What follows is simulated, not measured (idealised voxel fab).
Name of the process module below: voxel wiring stack
The figure presents cross-section cut, which has a width of 270 nm and is divided into square cells with an edge length of 5 nm.
Reading order for cross-sections: top band down to bottom band. Underlying form: a grid of square cells. Band size: one or more rows of cells. Band: top and bottom heights (nm) first, top before bottom; then materials from left to right, widths in nm. "all across" marks a sole material filling the band edge to edge. "air" denotes empty space. Height is counted from the level 0, under which the received wafer is composed throughout of one material. The lowest of the bands is not closed at the bottom but continues downward, in the notation "top 0, no bottom". Read "30 to 40" as a graded width: first number on top, second number at the bottom, same change between each pair of neighbouring rows. Basically "remained unchanged" means that step didn't change any cell in the cross-section. In the "Enclosed void catalog" entry, you get each enclosed empty space of 8 cells or more, one with no open way to the top, written width x height at distance, distance from the left edge, in nm. That trailing text on a step's line, after the settings, is the simulator's own remark on the step. A step's line can hold "overlay nm"; with a mask on that step, the setting says how far right of the planned place the mask lay, while a negative setting says it lay to the left.

Set out below are the planned steps of the process
1. RECEIVE, material Si
2. CONFORMAL_DEP, material SiO2, thk nm 10
3. DIRECTIONAL_DEP, material TiN, thk nm 5
4. DIRECTIONAL_DEP, material W, thk nm 25
5. DIRECTIONAL_DEP, material aC, thk nm 15
6. PATTERN, tone cover, mask id METAL_1, material resist, width nm 25, pitch nm 45, thk nm 30, overlay nm 0
7. DIRECTIONAL_ETCH, etch materials aC, depth nm 15
8. STRIP, etch materials resist
9. DIRECTIONAL_ETCH, etch materials W, depth nm 25
10. DIRECTIONAL_ETCH, etch materials TiN, depth nm 5
11. STRIP, etch materials aC
12. FILL_DEP, material lowk, thk nm 10
13. CMP, height nm 40
14. CONFORMAL_DEP, material SiCN, thk nm 5
15. DIRECTIONAL_DEP, material SiO2, thk nm 10
16. DIRECTIONAL_DEP, material aC, thk nm 10
17. PATTERN, tone open, mask id PLUG_1, material resist, width nm 15, thk nm 25, overlay nm 0
18. DIRECTIONAL_ETCH, etch materials aC, depth nm 10
19. STRIP, etch materials resist
20. DIRECTIONAL_ETCH, etch materials SiO2, depth nm 10
21. DIRECTIONAL_ETCH, etch materials SiCN, depth nm 5
22. STRIP, etch materials aC
23. EPI, material Ru, thk nm 10
24. EPI, material Ru, thk nm 5
25. CONFORMAL_DEP, material SiN, thk nm 5
26. DIRECTIONAL_DEP, material lowk, thk nm 25
27. DIRECTIONAL_DEP, material aC, thk nm 15
28. PATTERN, tone open, mask id METAL_2, material resist, width nm 25, pitch nm 45, thk nm 30, overlay nm 0
29. DIRECTIONAL_ETCH, etch materials aC, depth nm 15
30. STRIP, etch materials resist
31. DIRECTIONAL_ETCH, etch materials lowk, depth nm 25
32. DIRECTIONAL_ETCH, etch materials SiN, depth nm 5
33. STRIP, etch materials aC
34. CONFORMAL_DEP, material TiN, thk nm 5
35. FILL_DEP, material Ru, thk nm 5
36. CMP, height nm 85
37. CONFORMAL_DEP, material SiN, thk nm 5

Cross-section of the wafer upon arrival, representing the state reached after step 1
* top 0, no bottom | Si all across
* Enclosed void catalog: none

First of two wafers: cross-section at end of module, run per plan
* top 90, bottom 85 | SiN all across
* top 85, bottom 60 | lowk (100), TiN (5), Ru (15), TiN (5), lowk (20), TiN (5), Ru (15), TiN (5), lowk (100)
* top 60, bottom 55 | SiN (100), TiN (25), SiN (20), TiN (25), SiN (100)
* top 55, bottom 45 | SiO2 (100), Ru (15), SiO2 (155)
* top 45, bottom 40 | SiCN (100), Ru (15), SiCN (155)
* top 40, bottom 15 | lowk (100), W (25), lowk (20), W (25), lowk (100)
* top 15, bottom 10 | lowk (100), TiN (25), lowk (20), TiN (25), lowk (100)
* top 10, bottom 0 | SiO2 all across
* top 0, no bottom | Si all across
* Enclosed void catalog: none

Second wafer of the two, sectioned at the end of the module. It began like the first and followed the same plan, but one mistake was made while running it
* top 90, bottom 85 | SiN all across
* top 85, bottom 60 | lowk (100), TiN (5), Ru (15), TiN (5), lowk (20), TiN (5), Ru (15), TiN (5), lowk (100)
* top 60, bottom 55 | SiN (100), TiN (25), SiN (20), TiN (25), SiN (100)
* top 55, bottom 45 | SiO2 (100), SiN (5), TiN (5), SiN (5), SiO2 (155)
* top 45, bottom 40 | SiCN (100), SiN (5), TiN (5), SiN (5), SiCN (155)
* top 40, bottom 15 | W (100), lowk (25), W (20), lowk (25), W (100)
* top 15, bottom 10 | TiN (100), lowk (25), TiN (20), lowk (25), TiN (100)
* top 10, bottom 0 | SiO2 all across
* top 0, no bottom | Si all across
* Enclosed void catalog: none
In executing the process, a mistake was made relative to the plan: off-plan run, step 6, actual operation and settings PATTERN, tone open, mask id METAL_1, material resist, width nm 25, pitch nm 45, thk nm 30, overlay nm 0
Wafer comparison, final, in cells, second relative to first, materials more or fewer: 9 fewer of Ru; 6 more of SiN; 37 more of TiN; 170 more of W; 204 fewer of lowk
